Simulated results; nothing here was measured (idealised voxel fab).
The name of this process module is voxel air gaps.
The figure presents cross-section cut, which has a width of 270 nm and is divided into square cells with an edge length of 5 nm.
Cross-sections here: square-cell grids, written as top-down lists of bands, a band being one or more rows of cells. Band: top and bottom heights (nm) first, top before bottom; then materials from left to right, widths in nm. "edge to edge" marks a sole material filling the band edge to edge. "empty" denotes empty space. Heights are reckoned from 0. Under this level, the received wafer is all of one material. The bottommost band is open-ended downward, for example "top 0, no bottom". It should be noted that a width expressed as "30->40" varies in equal increments from row to row of cells within the band, taking the value of the first number at the top row and that of the second number at the bottom row. What does "nothing changed" mean for a step? It means no cell of the cross-section changed in that step. Basically, "Closed internal voids" tells you about the enclosed voids: empty spaces with no open way to the top, 8 cells or bigger, each written width x height at distance, where distance is from the left edge, all in nm. Read whatever lies past the settings on a step's line as the simulator's own remark about the step. "overlay nm" denotes, for a step that has a mask, the displacement of the mask to the right of its planned place, with negative values corresponding to the left. How should the pairs below be read? Each gives the cross-section before one process step and the cross-section after it, the latter drawn only to the lowest band that changed; the step that lies between them, with its settings, appears under the pair. Does a pair pick up where the pair above left off? Only where its entry headed "Pre-process state" says so, since pairs can come from different runs of this module on the same starting wafer.

## Pre-process state
- top 0, no bottom = Si edge to edge
- Closed internal voids: none

## Post-Process View
- top 15, bottom 0 = SiO2 edge to edge
- Beneath the level 0, the cross-section is identical to its previous state.
- Closed internal voids: none
Between before and after, shown above: CONFORMAL_DEP (material SiO2; thk nm 15)

Pre-process state: It is represented by the cross-section appearing after the step of the pair directly above.

## Post-Process View
- top 20, bottom 15 = SiN edge to edge
- Beneath the level 15, the cross-section is identical to its previous state.
- Closed internal voids: none
Between before and after, shown above: CONFORMAL_DEP (material SiN; thk nm 5)

Pre-process state: It is represented by the cross-section appearing after the step of the pair directly above.

## Post-Process View
- top 50, bottom 20 = lowk edge to edge
- Beneath the level 20, the cross-section is identical to its previous state.
- Closed internal voids: none
Between before and after, shown above: DIRECTIONAL_DEP (material lowk; thk nm 30)

Pre-process state: It is represented by the cross-section appearing after the step of the pair directly above.

## Post-Process View
- top 65, bottom 50 = 45 of resist  25 of empty  25 of resist  25 of empty  25 of resist  25 of empty  25 of resist  25 of empty  50 of resist
- Beneath the level 50, the cross-section is identical to its previous state.
- Closed internal voids: none
Between before and after, shown above: PATTERN (tone open; mask id LINES; material resist; width nm 25; pitch nm 50; thk nm 15; overlay nm 0)

Pre-process state: It is represented by the cross-section appearing after the step of the pair directly above.

## Post-Process View
- top 65, bottom 50 = 45 of resist  25 of empty  25 of resist  25 of empty  25 of resist  25 of empty  25 of resist  25 of empty  50 of resist
- top 50, bottom 20 = 45 of lowk  25 of empty  25 of lowk  25 of empty  25 of lowk  25 of empty  25 of lowk  25 of empty  50 of lowk
- Beneath the level 20, the cross-section is identical to its previous state.
- Closed internal voids: none
Between before and after, shown above: DIRECTIONAL_ETCH (etch materials lowk; depth nm 30)

Pre-process state: It is represented by the cross-section appearing after the step of the pair directly above.

## Post-Process View
- top 50, bottom 20 = 45 of lowk  25 of empty  25 of lowk  25 of empty  25 of lowk  25 of empty  25 of lowk  25 of empty  50 of lowk
- Beneath the level 20, the cross-section is identical to its previous state.
- Closed internal voids: none
Between before and after, shown above: STRIP (etch materials resist)

Pre-process state: It is represented by the cross-section appearing after the step of the pair directly above.

## Post-Process View
- top 55, bottom 50 = 50 of TiN  15 of empty  35 of TiN  15 of empty  35 of TiN  15 of empty  35 of TiN  15 of empty  55 of TiN
- top 50, bottom 25 = 45 of lowk  5 of TiN  15 of empty  5 of TiN  25 of lowk  5 of TiN  15 of empty  5 of TiN  25 of lowk  5 of TiN  15 of empty  5 of TiN  25 of lowk  5 of TiN  15 of empty  5 of TiN  50 of lowk
- top 25, bottom 20 = 45 of lowk  25 of TiN  25 of lowk  25 of TiN  25 of lowk  25 of TiN  25 of lowk  25 of TiN  50 of lowk
- Beneath the level 20, the cross-section is identical to its previous state.
- Closed internal voids: none
Between before and after, shown above: CONFORMAL_DEP (material TiN; thk nm 5)

Pre-process state: It is represented by the cross-section appearing after the step of the pair directly above.

## Post-Process View
- top 65, bottom 55 = Cu edge to edge
- top 55, bottom 50 = 50 of TiN  15 of Cu  35 of TiN  15 of Cu  35 of TiN  15 of Cu  35 of TiN  15 of Cu  55 of TiN
- top 50, bottom 25 = 45 of lowk  5 of TiN  15 of Cu  5 of TiN  25 of lowk  5 of TiN  15 of Cu  5 of TiN  25 of lowk  5 of TiN  15 of Cu  5 of TiN  25 of lowk  5 of TiN  15 of Cu  5 of TiN  50 of lowk
- Beneath the level 25, the cross-section is identical to its previous state.
- Closed internal voids: none
Between before and after, shown above: FILL_DEP (material Cu; thk nm 10)

Pre-process state: It is represented by the cross-section appearing after the step of the pair directly above.

## Post-Process View
- top 50, bottom 25 = 45 of lowk  5 of TiN  15 of Cu  5 of TiN  25 of lowk  5 of TiN  15 of Cu  5 of TiN  25 of lowk  5 of TiN  15 of Cu  5 of TiN  25 of lowk  5 of TiN  15 of Cu  5 of TiN  50 of lowk
- Beneath the level 25, the cross-section is identical to its previous state.
- Closed internal voids: none
Between before and after, shown above: CMP (height nm 50)

Pre-process state: It is represented by the cross-section appearing after the step of the pair directly above.

## Post-Process View
- top 60, bottom 50 = 35 of empty  45 of Ru  5 of empty  45 of Ru  5 of empty  45 of Ru  5 of empty  45 of Ru  40 of empty
- Beneath the level 50, the cross-section is identical to its previous state.
- Closed internal voids: none
Between before and after, shown above: EPI (material Ru; thk nm 10)

Pre-process state: It is represented by the cross-section appearing after the step of the pair directly above.

## Post-Process View
- top 60, bottom 50 = 35 of empty  45 of Ru  5 of empty  45 of Ru  5 of empty  45 of Ru  5 of empty  45 of Ru  40 of empty
- top 50, bottom 25 = 45 of empty  5 of TiN  15 of Cu  5 of TiN  25 of empty  5 of TiN  15 of Cu  5 of TiN  25 of empty  5 of TiN  15 of Cu  5 of TiN  25 of empty  5 of TiN  15 of Cu  5 of TiN  50 of empty
- top 25, bottom 20 = 45 of empty  25 of TiN  25 of empty  25 of TiN  25 of empty  25 of TiN  25 of empty  25 of TiN  50 of empty
- Beneath the level 20, the cross-section is identical to its previous state.
- Closed internal voids: none
Between before and after, shown above: SELECTIVE_ETCH (etch materials lowk; depth nm 40)

Pre-process state: It is represented by the cross-section appearing after the step of the pair directly above.

## Post-Process View
- top 65, bottom 60 = 30 of empty  205 of SiCN  35 of empty
- top 60, bottom 50 = 30 of empty  5 of SiCN  45 of Ru  5 of SiCN  45 of Ru  5 of SiCN  45 of Ru  5 of SiCN  45 of Ru  5 of SiCN  35 of empty
- top 50, bottom 45 = 30 of empty  15 of SiCN  5 of TiN  15 of Cu  5 of TiN  25 of SiCN  5 of TiN  15 of Cu  5 of TiN  25 of SiCN  5 of TiN  15 of Cu  5 of TiN  25 of SiCN  5 of TiN  15 of Cu  5 of TiN  15 of SiCN  35 of empty
- top 45, bottom 25 = 40 of empty  5 of SiCN  5 of TiN  15 of Cu  5 of TiN  5 of SiCN  15 of empty  5 of SiCN  5 of TiN  15 of Cu  5 of TiN  5 of SiCN  15 of empty  5 of SiCN  5 of TiN  15 of Cu  5 of TiN  5 of SiCN  15 of empty  5 of SiCN  5 of TiN  15 of Cu  5 of TiN  5 of SiCN  45 of empty
- top 25, bottom 20 = 45 of SiCN  25 of TiN  25 of SiCN  25 of TiN  25 of SiCN  25 of TiN  25 of SiCN  25 of TiN  50 of SiCN
- Beneath the level 20, the cross-section is identical to its previous state.
- Closed internal voids: 15 x 20 at 75; 15 x 20 at 125; 15 x 20 at 175
Between before and after, shown above: CONFORMAL_DEP (material SiCN; thk nm 5)

## Pre-process state
- top 65, bottom 55 = Cu edge to edge
- top 55, bottom 50 = 50 of TiN  15 of Cu  35 of TiN  15 of Cu  35 of TiN  15 of Cu  35 of TiN  15 of Cu  55 of TiN
- top 50, bottom 25 = 45 of lowk  5 of TiN  15 of Cu  5 of TiN  25 of lowk  5 of TiN  15 of Cu  5 of TiN  25 of lowk  5 of TiN  15 of Cu  5 of TiN  25 of lowk  5 of TiN  15 of Cu  5 of TiN  50 of lowk
- top 25, bottom 20 = 45 of lowk  25 of TiN  25 of lowk  25 of TiN  25 of lowk  25 of TiN  25 of lowk  25 of TiN  50 of lowk
- top 20, bottom 15 = SiN edge to edge
- top 15, bottom 0 = SiO2 edge to edge
- top 0, no bottom = Si edge to edge
- Closed internal voids: none

## Post-Process View
- top 75, bottom 65 = Ru edge to edge
- Beneath the level 65, the cross-section is identical to its previous state.
- Closed internal voids: none
Between before and after, shown above: EPI (material Ru; thk nm 10)

Pre-process state: It is represented by the cross-section appearing after the step of the pair directly above.

## Post-Process View
- top 80, bottom 75 = SiCN edge to edge
- Beneath the level 75, the cross-section is identical to its previous state.
- Closed internal voids: none
Between before and after, shown above: CONFORMAL_DEP (material SiCN; thk nm 5)

## Pre-process state
- top 15, bottom 0 = SiO2 edge to edge
- top 0, no bottom = Si edge to edge
- Closed internal voids: none

## Post-Process View
- top 30, bottom 0 = SiO2 edge to edge
- Beneath the level 0, the cross-section is identical to its previous state.
- Closed internal voids: none
Between before and after, shown above: CONFORMAL_DEP (material SiO2; thk nm 15)

Pre-process state: It is represented by the cross-section appearing after the step of the pair directly above.

## Post-Process View
- top 35, bottom 30 = SiN edge to edge
- Beneath the level 30, the cross-section is identical to its previous state.
- Closed internal voids: none
Between before and after, shown above: CONFORMAL_DEP (material SiN; thk nm 5)

Pre-process state: It is represented by the cross-section appearing after the step of the pair directly above.

## Post-Process View
- top 65, bottom 35 = lowk edge to edge
- Beneath the level 35, the cross-section is identical to its previous state.
- Closed internal voids: none
Between before and after, shown above: DIRECTIONAL_DEP (material lowk; thk nm 30)

Pre-process state: It is represented by the cross-section appearing after the step of the pair directly above.

## Post-Process View
- top 80, bottom 65 = 45 of resist  25 of empty  25 of resist  25 of empty  25 of resist  25 of empty  25 of resist  25 of empty  50 of resist
- Beneath the level 65, the cross-section is identical to its previous state.
- Closed internal voids: none
Between before and after, shown above: PATTERN (tone open; mask id LINES; material resist; width nm 25; pitch nm 50; thk nm 15; overlay nm 0)

Pre-process state: It is represented by the cross-section appearing after the step of the pair directly above.

## Post-Process View
- top 80, bottom 65 = 45 of resist  25 of empty  25 of resist  25 of empty  25 of resist  25 of empty  25 of resist  25 of empty  50 of resist
- top 65, bottom 35 = 45 of lowk  25 of empty  25 of lowk  25 of empty  25 of lowk  25 of empty  25 of lowk  25 of empty  50 of lowk
- Beneath the level 35, the cross-section is identical to its previous state.
- Closed internal voids: none
Between before and after, shown above: DIRECTIONAL_ETCH (etch materials lowk; depth nm 30)

Pre-process state: It is represented by the cross-section appearing after the step of the pair directly above.

## Post-Process View
- top 65, bottom 35 = 45 of lowk  25 of empty  25 of lowk  25 of empty  25 of lowk  25 of empty  25 of lowk  25 of empty  50 of lowk
- Beneath the level 35, the cross-section is identical to its previous state.
- Closed internal voids: none
Between before and after, shown above: STRIP (etch materials resist)

Pre-process state: It is represented by the cross-section appearing after the step of the pair directly above.

## Post-Process View
- top 70, bottom 65 = 50 of TiN  15 of empty  35 of TiN  15 of empty  35 of TiN  15 of empty  35 of TiN  15 of empty  55 of TiN
- top 65, bottom 40 = 45 of lowk  5 of TiN  15 of empty  5 of TiN  25 of lowk  5 of TiN  15 of empty  5 of TiN  25 of lowk  5 of TiN  15 of empty  5 of TiN  25 of lowk  5 of TiN  15 of empty  5 of TiN  50 of lowk
- top 40, bottom 35 = 45 of lowk  25 of TiN  25 of lowk  25 of TiN  25 of lowk  25 of TiN  25 of lowk  25 of TiN  50 of lowk
- Beneath the level 35, the cross-section is identical to its previous state.
- Closed internal voids: none
Between before and after, shown above: CONFORMAL_DEP (material TiN; thk nm 5)

Pre-process state: It is represented by the cross-section appearing after the step of the pair directly above.

## Post-Process View
- top 80, bottom 70 = Cu edge to edge
- top 70, bottom 65 = 50 of TiN  15 of Cu  35 of TiN  15 of Cu  35 of TiN  15 of Cu  35 of TiN  15 of Cu  55 of TiN
- top 65, bottom 40 = 45 of lowk  5 of TiN  15 of Cu  5 of TiN  25 of lowk  5 of TiN  15 of Cu  5 of TiN  25 of lowk  5 of TiN  15 of Cu  5 of TiN  25 of lowk  5 of TiN  15 of Cu  5 of TiN  50 of lowk
- Beneath the level 40, the cross-section is identical to its previous state.
- Closed internal voids: none
Between before and after, shown above: FILL_DEP (material Cu; thk nm 10)

Pre-process state: It is represented by the cross-section appearing after the step of the pair directly above.

## Post-Process View
- top 50, bottom 40 = 45 of lowk  5 of TiN  15 of Cu  5 of TiN  25 of lowk  5 of TiN  15 of Cu  5 of TiN  25 of lowk  5 of TiN  15 of Cu  5 of TiN  25 of lowk  5 of TiN  15 of Cu  5 of TiN  50 of lowk
- Beneath the level 40, the cross-section is identical to its previous state.
- Closed internal voids: none
Between before and after, shown above: CMP (height nm 50)

Pre-process state: It is represented by the cross-section appearing after the step of the pair directly above.

## Post-Process View
- top 60, bottom 50 = 35 of empty  45 of Ru  5 of empty  45 of Ru  5 of empty  45 of Ru  5 of empty  45 of Ru  40 of empty
- Beneath the level 50, the cross-section is identical to its previous state.
- Closed internal voids: none
Between before and after, shown above: EPI (material Ru; thk nm 10)

Pre-process state: It is represented by the cross-section appearing after the step of the pair directly above.

## Post-Process View
- top 60, bottom 50 = 35 of empty  45 of Ru  5 of empty  45 of Ru  5 of empty  45 of Ru  5 of empty  45 of Ru  40 of empty
- top 50, bottom 40 = 45 of empty  5 of TiN  15 of Cu  5 of TiN  25 of empty  5 of TiN  15 of Cu  5 of TiN  25 of empty  5 of TiN  15 of Cu  5 of TiN  25 of empty  5 of TiN  15 of Cu  5 of TiN  50 of empty
- top 40, bottom 35 = 45 of empty  25 of TiN  25 of empty  25 of TiN  25 of empty  25 of TiN  25 of empty  25 of TiN  50 of empty
- Beneath the level 35, the cross-section is identical to its previous state.
- Closed internal voids: none
Between before and after, shown above: SELECTIVE_ETCH (etch materials lowk; depth nm 40)

Pre-process state: It is represented by the cross-section appearing after the step of the pair directly above.

## Post-Process View
- top 65, bottom 60 = 30 of empty  205 of SiCN  35 of empty
- top 60, bottom 50 = 30 of empty  5 of SiCN  45 of Ru  5 of SiCN  45 of Ru  5 of SiCN  45 of Ru  5 of SiCN  45 of Ru  5 of SiCN  35 of empty
- top 50, bottom 45 = 30 of empty  15 of SiCN  5 of TiN  15 of Cu  5 of TiN  25 of SiCN  5 of TiN  15 of Cu  5 of TiN  25 of SiCN  5 of TiN  15 of Cu  5 of TiN  25 of SiCN  5 of TiN  15 of Cu  5 of TiN  15 of SiCN  35 of empty
- top 45, bottom 40 = 40 of empty  5 of SiCN  5 of TiN  15 of Cu  5 of TiN  5 of SiCN  15 of empty  5 of SiCN  5 of TiN  15 of Cu  5 of TiN  5 of SiCN  15 of empty  5 of SiCN  5 of TiN  15 of Cu  5 of TiN  5 of SiCN  15 of empty  5 of SiCN  5 of TiN  15 of Cu  5 of TiN  5 of SiCN  45 of empty
- top 40, bottom 35 = 45 of SiCN  25 of TiN  25 of SiCN  25 of TiN  25 of SiCN  25 of TiN  25 of SiCN  25 of TiN  50 of SiCN
- Beneath the level 35, the cross-section is identical to its previous state.
- Closed internal voids: none
Between before and after, shown above: CONFORMAL_DEP (material SiCN; thk nm 5)

## Pre-process state
- top 50, bottom 25 = 45 of lowk  5 of TiN  15 of Cu  5 of TiN  25 of lowk  5 of TiN  15 of Cu  5 of TiN  25 of lowk  5 of TiN  15 of Cu  5 of TiN  25 of lowk  5 of TiN  15 of Cu  5 of TiN  50 of lowk
- top 25, bottom 20 = 45 of lowk  25 of TiN  25 of lowk  25 of TiN  25 of lowk  25 of TiN  25 of lowk  25 of TiN  50 of lowk
- top 20, bottom 15 = SiN edge to edge
- top 15, bottom 0 = SiO2 edge to edge
- top 0, no bottom = Si edge to edge
- Closed internal voids: none

## Post-Process View
- top 50, bottom 25 = 45 of empty  5 of TiN  15 of Cu  5 of TiN  25 of empty  5 of TiN  15 of Cu  5 of TiN  25 of empty  5 of TiN  15 of Cu  5 of TiN  25 of empty  5 of TiN  15 of Cu  5 of TiN  50 of empty
- top 25, bottom 20 = 45 of empty  25 of TiN  25 of empty  25 of TiN  25 of empty  25 of TiN  25 of empty  25 of TiN  50 of empty
- Beneath the level 20, the cross-section is identical to its previous state.
- Closed internal voids: none
Between before and after, shown above: SELECTIVE_ETCH (etch materials lowk; depth nm 40)

Pre-process state: It is represented by the cross-section appearing after the step of the pair directly above.

## Post-Process View
- top 60, bottom 50 = 35 of empty  45 of Ru  5 of empty  45 of Ru  5 of empty  45 of Ru  5 of empty  45 of Ru  40 of empty
- top 50, bottom 25 = 35 of empty  10 of Ru  5 of TiN  15 of Cu  5 of TiN  10 of Ru  5 of empty  10 of Ru  5 of TiN  15 of Cu  5 of TiN  10 of Ru  5 of empty  10 of Ru  5 of TiN  15 of Cu  5 of TiN  10 of Ru  5 of empty  10 of Ru  5 of TiN  15 of Cu  5 of TiN  10 of Ru  40 of empty
- top 25, bottom 20 = 35 of empty  10 of Ru  25 of TiN  10 of Ru  5 of empty  10 of Ru  25 of TiN  10 of Ru  5 of empty  10 of Ru  25 of TiN  10 of Ru  5 of empty  10 of Ru  25 of TiN  10 of Ru  40 of empty
- Beneath the level 20, the cross-section is identical to its previous state.
- Closed internal voids: none
Between before and after, shown above: EPI (material Ru; thk nm 10)

Pre-process state: It is represented by the cross-section appearing after the step of the pair directly above.

## Post-Process View
- top 65, bottom 60 = 30 of empty  205 of SiCN  35 of empty
- top 60, bottom 50 = 30 of empty  5 of SiCN  45 of Ru  5 of SiCN  45 of Ru  5 of SiCN  45 of Ru  5 of SiCN  45 of Ru  5 of SiCN  35 of empty
- top 50, bottom 25 = 30 of empty  5 of SiCN  10 of Ru  5 of TiN  15 of Cu  5 of TiN  10 of Ru  5 of SiCN  10 of Ru  5 of TiN  15 of Cu  5 of TiN  10 of Ru  5 of SiCN  10 of Ru  5 of TiN  15 of Cu  5 of TiN  10 of Ru  5 of SiCN  10 of Ru  5 of TiN  15 of Cu  5 of TiN  10 of Ru  5 of SiCN  35 of empty
- top 25, bottom 20 = 35 of SiCN  10 of Ru  25 of TiN  10 of Ru  5 of SiCN  10 of Ru  25 of TiN  10 of Ru  5 of SiCN  10 of Ru  25 of TiN  10 of Ru  5 of SiCN  10 of Ru  25 of TiN  10 of Ru  40 of SiCN
- Beneath the level 20, the cross-section is identical to its previous state.
- Closed internal voids: none
Between before and after, shown above: CONFORMAL_DEP (material SiCN; thk nm 5)

## Pre-process state
- top 65, bottom 55 = Cu edge to edge
- top 55, bottom 50 = 50 of TiN  15 of Cu  35 of TiN  15 of Cu  35 of TiN  15 of Cu  35 of TiN  15 of Cu  55 of TiN
- top 50, bottom 25 = 45 of lowk  5 of TiN  15 of Cu  5 of TiN  25 of lowk  5 of TiN  15 of Cu  5 of TiN  25 of lowk  5 of TiN  15 of Cu  5 of TiN  25 of lowk  5 of TiN  15 of Cu  5 of TiN  50 of lowk
- top 25, bottom 20 = 45 of lowk  25 of TiN  25 of lowk  25 of TiN  25 of lowk  25 of TiN  25 of lowk  25 of TiN  50 of lowk
- top 20, bottom 15 = SiN edge to edge
- top 15, bottom 0 = SiO2 edge to edge
- top 0, no bottom = Si edge to edge
- Closed internal voids: none

## Post-Process View
- top 40, bottom 25 = 45 of lowk  5 of TiN  15 of Cu  5 of TiN  25 of lowk  5 of TiN  15 of Cu  5 of TiN  25 of lowk  5 of TiN  15 of Cu  5 of TiN  25 of lowk  5 of TiN  15 of Cu  5 of TiN  50 of lowk
- Beneath the level 25, the cross-section is identical to its previous state.
- Closed internal voids: none
Between before and after, shown above: CMP (height nm 40)

Pre-process state: It is represented by the cross-section appearing after the step of the pair directly above.

## Post-Process View
- top 50, bottom 40 = 35 of empty  45 of Ru  5 of empty  45 of Ru  5 of empty  45 of Ru  5 of empty  45 of Ru  40 of empty
- Beneath the level 40, the cross-section is identical to its previous state.
- Closed internal voids: none
Between before and after, shown above: EPI (material Ru; thk nm 10)

Pre-process state: It is represented by the cross-section appearing after the step of the pair directly above.

## Post-Process View
- top 50, bottom 40 = 35 of empty  45 of Ru  5 of empty  45 of Ru  5 of empty  45 of Ru  5 of empty  45 of Ru  40 of empty
- top 40, bottom 25 = 45 of empty  5 of TiN  15 of Cu  5 of TiN  25 of empty  5 of TiN  15 of Cu  5 of TiN  25 of empty  5 of TiN  15 of Cu  5 of TiN  25 of empty  5 of TiN  15 of Cu  5 of TiN  50 of empty
- top 25, bottom 20 = 45 of empty  25 of TiN  25 of empty  25 of TiN  25 of empty  25 of TiN  25 of empty  25 of TiN  50 of empty
- Beneath the level 20, the cross-section is identical to its previous state.
- Closed internal voids: none
Between before and after, shown above: SELECTIVE_ETCH (etch materials lowk; depth nm 40)

Pre-process state: It is represented by the cross-section appearing after the step of the pair directly above.

## Post-Process View
- top 55, bottom 50 = 30 of empty  205 of SiCN  35 of empty
- top 50, bottom 40 = 30 of empty  5 of SiCN  45 of Ru  5 of SiCN  45 of Ru  5 of SiCN  45 of Ru  5 of SiCN  45 of Ru  5 of SiCN  35 of empty
- top 40, bottom 35 = 30 of empty  15 of SiCN  5 of TiN  15 of Cu  5 of TiN  25 of SiCN  5 of TiN  15 of Cu  5 of TiN  25 of SiCN  5 of TiN  15 of Cu  5 of TiN  25 of SiCN  5 of TiN  15 of Cu  5 of TiN  15 of SiCN  35 of empty
- top 35, bottom 25 = 40 of empty  5 of SiCN  5 of TiN  15 of Cu  5 of TiN  5 of SiCN  15 of empty  5 of SiCN  5 of TiN  15 of Cu  5 of TiN  5 of SiCN  15 of empty  5 of SiCN  5 of TiN  15 of Cu  5 of TiN  5 of SiCN  15 of empty  5 of SiCN  5 of TiN  15 of Cu  5 of TiN  5 of SiCN  45 of empty
- top 25, bottom 20 = 45 of SiCN  25 of TiN  25 of SiCN  25 of TiN  25 of SiCN  25 of TiN  25 of SiCN  25 of TiN  50 of SiCN
- Beneath the level 20, the cross-section is identical to its previous state.
- Closed internal voids: none
Between before and after, shown above: CONFORMAL_DEP (material SiCN; thk nm 5)

## Pre-process state
- top 50, bottom 20 = lowk edge to edge
- top 20, bottom 15 = SiN edge to edge
- top 15, bottom 0 = SiO2 edge to edge
- top 0, no bottom = Si edge to edge
- Closed internal voids: none

## Post-Process View
- top 65, bottom 50 = 45 of resist  30 of empty  20 of resist  30 of empty  20 of resist  30 of empty  20 of resist  30 of empty  45 of resist
- Beneath the level 50, the cross-section is identical to its previous state.
- Closed internal voids: none
Between before and after, shown above: PATTERN (tone open; mask id LINES; material resist; width nm 30; pitch nm 50; thk nm 15; overlay nm 0)

Pre-process state: It is represented by the cross-section appearing after the step of the pair directly above.

## Post-Process View
- top 65, bottom 50 = 45 of resist  30 of empty  20 of resist  30 of empty  20 of resist  30 of empty  20 of resist  30 of empty  45 of resist
- top 50, bottom 20 = 45 of lowk  30 of empty  20 of lowk  30 of empty  20 of lowk  30 of empty  20 of lowk  30 of empty  45 of lowk
- Beneath the level 20, the cross-section is identical to its previous state.
- Closed internal voids: none
Between before and after, shown above: DIRECTIONAL_ETCH (etch materials lowk; depth nm 30)

Pre-process state: It is represented by the cross-section appearing after the step of the pair directly above.

## Post-Process View
- top 50, bottom 20 = 45 of lowk  30 of empty  20 of lowk  30 of empty  20 of lowk  30 of empty  20 of lowk  30 of empty  45 of lowk
- Beneath the level 20, the cross-section is identical to its previous state.
- Closed internal voids: none
Between before and after, shown above: STRIP (etch materials resist)

Pre-process state: It is represented by the cross-section appearing after the step of the pair directly above.

## Post-Process View
- top 55, bottom 50 = 50 of TiN  20 of empty  30 of TiN  20 of empty  30 of TiN  20 of empty  30 of TiN  20 of empty  50 of TiN
- top 50, bottom 25 = 45 of lowk  5 of TiN  20 of empty  5 of TiN  20 of lowk  5 of TiN  20 of empty  5 of TiN  20 of lowk  5 of TiN  20 of empty  5 of TiN  20 of lowk  5 of TiN  20 of empty  5 of TiN  45 of lowk
- top 25, bottom 20 = 45 of lowk  30 of TiN  20 of lowk  30 of TiN  20 of lowk  30 of TiN  20 of lowk  30 of TiN  45 of lowk
- Beneath the level 20, the cross-section is identical to its previous state.
- Closed internal voids: none
Between before and after, shown above: CONFORMAL_DEP (material TiN; thk nm 5)

Pre-process state: It is represented by the cross-section appearing after the step of the pair directly above.

## Post-Process View
- top 65, bottom 55 = Cu edge to edge
- top 55, bottom 50 = 50 of TiN  20 of Cu  30 of TiN  20 of Cu  30 of TiN  20 of Cu  30 of TiN  20 of Cu  50 of TiN
- top 50, bottom 25 = 45 of lowk  5 of TiN  20 of Cu  5 of TiN  20 of lowk  5 of TiN  20 of Cu  5 of TiN  20 of lowk  5 of TiN  20 of Cu  5 of TiN  20 of lowk  5 of TiN  20 of Cu  5 of TiN  45 of lowk
- Beneath the level 25, the cross-section is identical to its previous state.
- Closed internal voids: none
Between before and after, shown above: FILL_DEP (material Cu; thk nm 10)

Pre-process state: It is represented by the cross-section appearing after the step of the pair directly above.

## Post-Process View
- top 50, bottom 25 = 45 of lowk  5 of TiN  20 of Cu  5 of TiN  20 of lowk  5 of TiN  20 of Cu  5 of TiN  20 of lowk  5 of TiN  20 of Cu  5 of TiN  20 of lowk  5 of TiN  20 of Cu  5 of TiN  45 of lowk
- Beneath the level 25, the cross-section is identical to its previous state.
- Closed internal voids: none
Between before and after, shown above: CMP (height nm 50)

Pre-process state: It is represented by the cross-section appearing after the step of the pair directly above.

## Post-Process View
- top 60, bottom 50 = 35 of empty  200 of Ru  35 of empty
- Beneath the level 50, the cross-section is identical to its previous state.
- Closed internal voids: none
Between before and after, shown above: EPI (material Ru; thk nm 10)

Pre-process state: It is represented by the cross-section appearing after the step of the pair directly above.

## Post-Process View
- top 60, bottom 50 = 35 of empty  200 of Ru  35 of empty
- top 50, bottom 25 = 45 of empty  5 of TiN  20 of Cu  5 of TiN  20 of lowk  5 of TiN  20 of Cu  5 of TiN  20 of lowk  5 of TiN  20 of Cu  5 of TiN  20 of lowk  5 of TiN  20 of Cu  5 of TiN  45 of empty
- top 25, bottom 20 = 45 of empty  30 of TiN  20 of lowk  30 of TiN  20 of lowk  30 of TiN  20 of lowk  30 of TiN  45 of empty
- Beneath the level 20, the cross-section is identical to its previous state.
- Closed internal voids: none
Between before and after, shown above: SELECTIVE_ETCH (etch materials lowk; depth nm 40)

Pre-process state: It is represented by the cross-section appearing after the step of the pair directly above.

## Post-Process View
- top 65, bottom 60 = 30 of empty  210 of SiCN  30 of empty
- top 60, bottom 50 = 30 of empty  5 of SiCN  200 of Ru  5 of SiCN  30 of empty
- top 50, bottom 45 = 30 of empty  15 of SiCN  5 of TiN  20 of Cu  5 of TiN  20 of lowk  5 of TiN  20 of Cu  5 of TiN  20 of lowk  5 of TiN  20 of Cu  5 of TiN  20 of lowk  5 of TiN  20 of Cu  5 of TiN  15 of SiCN  30 of empty
- top 45, bottom 25 = 40 of empty  5 of SiCN  5 of TiN  20 of Cu  5 of TiN  20 of lowk  5 of TiN  20 of Cu  5 of TiN  20 of lowk  5 of TiN  20 of Cu  5 of TiN  20 of lowk  5 of TiN  20 of Cu  5 of TiN  5 of SiCN  40 of empty
- top 25, bottom 20 = 45 of SiCN  30 of TiN  20 of lowk  30 of TiN  20 of lowk  30 of TiN  20 of lowk  30 of TiN  45 of SiCN
- Beneath the level 20, the cross-section is identical to its previous state.
- Closed internal voids: none
Between before and after, shown above: CONFORMAL_DEP (material SiCN; thk nm 5)

## Pre-process state
- top 50, bottom 20 = lowk edge to edge
- top 20, bottom 15 = SiN edge to edge
- top 15, bottom 0 = SiO2 edge to edge
- top 0, no bottom = Si edge to edge
- Closed internal voids: none

## Post-Process View
- top 65, bottom 50 = 40 of resist  25 of empty  25 of resist  25 of empty  25 of resist  25 of empty  25 of resist  25 of empty  55 of resist
- Beneath the level 50, the cross-section is identical to its previous state.
- Closed internal voids: none
Between before and after, shown above: PATTERN (tone open; mask id LINES; material resist; width nm 25; pitch nm 50; thk nm 15; overlay nm -5)

Pre-process state: It is represented by the cross-section appearing after the step of the pair directly above.

## Post-Process View
- top 65, bottom 50 = 40 of resist  25 of empty  25 of resist  25 of empty  25 of resist  25 of empty  25 of resist  25 of empty  55 of resist
- top 50, bottom 20 = 40 of lowk  25 of empty  25 of lowk  25 of empty  25 of lowk  25 of empty  25 of lowk  25 of empty  55 of lowk
- Beneath the level 20, the cross-section is identical to its previous state.
- Closed internal voids: none
Between before and after, shown above: DIRECTIONAL_ETCH (etch materials lowk; depth nm 30)

Pre-process state: It is represented by the cross-section appearing after the step of the pair directly above.

## Post-Process View
- top 50, bottom 20 = 40 of lowk  25 of empty  25 of lowk  25 of empty  25 of lowk  25 of empty  25 of lowk  25 of empty  55 of lowk
- Beneath the level 20, the cross-section is identical to its previous state.
- Closed internal voids: none
Between before and after, shown above: STRIP (etch materials resist)

Pre-process state: It is represented by the cross-section appearing after the step of the pair directly above.

## Post-Process View
- top 55, bottom 50 = 45 of TiN  15 of empty  35 of TiN  15 of empty  35 of TiN  15 of empty  35 of TiN  15 of empty  60 of TiN
- top 50, bottom 25 = 40 of lowk  5 of TiN  15 of empty  5 of TiN  25 of lowk  5 of TiN  15 of empty  5 of TiN  25 of lowk  5 of TiN  15 of empty  5 of TiN  25 of lowk  5 of TiN  15 of empty  5 of TiN  55 of lowk
- top 25, bottom 20 = 40 of lowk  25 of TiN  25 of lowk  25 of TiN  25 of lowk  25 of TiN  25 of lowk  25 of TiN  55 of lowk
- Beneath the level 20, the cross-section is identical to its previous state.
- Closed internal voids: none
Between before and after, shown above: CONFORMAL_DEP (material TiN; thk nm 5)

Pre-process state: It is represented by the cross-section appearing after the step of the pair directly above.

## Post-Process View
- top 65, bottom 55 = Cu edge to edge
- top 55, bottom 50 = 45 of TiN  15 of Cu  35 of TiN  15 of Cu  35 of TiN  15 of Cu  35 of TiN  15 of Cu  60 of TiN
- top 50, bottom 25 = 40 of lowk  5 of TiN  15 of Cu  5 of TiN  25 of lowk  5 of TiN  15 of Cu  5 of TiN  25 of lowk  5 of TiN  15 of Cu  5 of TiN  25 of lowk  5 of TiN  15 of Cu  5 of TiN  55 of lowk
- Beneath the level 25, the cross-section is identical to its previous state.
- Closed internal voids: none
Between before and after, shown above: FILL_DEP (material Cu; thk nm 10)
